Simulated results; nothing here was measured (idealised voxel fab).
Process module under the name voxel ribs on slabs
Displayed cross-section: cut, width of 300 nm, square cells sized 5 nm.
Reading order for cross-sections: top band down to bottom band. Underlying form: a grid of square cells. Band size: one or more rows of cells. What a band's entry tells you: where the top is and where the bottom is, as heights in nm, and after that what lies inside, material by material from left to right, each with its width in nm. Empty space is written as the word "empty", and a single material marked with the word "edge to edge" occupies the band from edge to edge. It should be noted that heights are counted from 0, beneath which the wafer as supplied is of one material throughout, and that the lowest band possesses no lower boundary but continues downward, as written in "0 and below". The two numbers in a width such as "30 to 40" mark its ends across the band: the first belongs to the top row of cells, the second to the bottom row, and from each row to the next the width moves by the same amount. "no change occurred" after a step means that no cell of the cross-section changed. The label "Sealed void list" introduces a list of the empty spaces, 8 cells or larger, that have no open way up to the top; each entry in it reads width x height at distance, where the distance is taken from the left edge and all three are stated in nm. On a step's line, text after the settings is the simulator commenting on that step. "overlay nm" answers the question of how far to the right of plan the mask lay on a step that has a mask, and when it is negative the answer is to the left.
THE FOLLOWING LIST GIVES THE PLANNED PROCESS STEPS
1. RECEIVE: material Si
2. DIRECTIONAL_DEP: material SiO2, thk nm 30
3. DIRECTIONAL_DEP: material polySi, thk nm 20
4. MASKED_ETCH: tone cover, mask id RIB, width nm 20, etch materials polySi, depth nm 5, overlay nm 0
5. DIRECTIONAL_DEP: material aC, thk nm 10
6. PATTERN: tone cover, mask id SLAB, material resist, width nm 50, thk nm 30, overlay nm 0
7. DIRECTIONAL_ETCH: etch materials aC, depth nm 10
8. STRIP: etch materials resist
9. DIRECTIONAL_ETCH: etch materials polySi, depth nm 15
10. STRIP: etch materials aC
11. FILL_DEP: material SiO2, thk nm 25
12. CMP: height nm 70
13. DIRECTIONAL_DEP: material TiN, thk nm 10
14. PATTERN: tone cover, mask id HEATER, material resist, width nm 30, thk nm 15, overlay nm 0
15. DIRECTIONAL_ETCH: etch materials TiN, depth nm 10
16. STRIP: etch materials resist
17. CONFORMAL_DEP: material SiO2, thk nm 5
THIS IS THE CROSS-SECTION OF THE WAFER AS WE RECEIVED IT, I.E. AFTER STEP 1
* 0 and below | Si edge to edge
* Sealed void list: none
END-OF-MODULE XS, FIRST OF TWO WAFERS, RUN AS PLANNED
* 85 down to 80 | 130 of empty | 40 of SiO2 | 130 of empty
* 80 down to 75 | 130 of empty | 5 of SiO2 | 30 of TiN | 5 of SiO2 | 130 of empty
* 75 down to 70 | 135 of SiO2 | 30 of TiN | 135 of SiO2
* 70 down to 50 | SiO2 edge to edge
* 50 down to 45 | 140 of SiO2 | 20 of polySi | 140 of SiO2
* 45 down to 30 | 125 of SiO2 | 50 of polySi | 125 of SiO2
* 30 down to 0 | SiO2 edge to edge
* 0 and below | Si edge to edge
* Sealed void list: none
END-OF-MODULE CROSS-SECTION OF THE SECOND WAFER: IDENTICAL STARTING POINT AND PROCESS PLAN TO THE FIRST, WITH ONE PROCESSING MISTAKE
* 5 down to 0 | SiO2 edge to edge
* 0 and below | Si edge to edge
* Sealed void list: none
The plan and the run diverged here: step 16 was not run as planned; what actually ran was STRIP: etch materials SiO2
The final cell counts differ between the wafers, with the second having more or fewer of some materials than the first: 810 fewer of SiO2, 12 fewer of TiN, 34 fewer of polySi
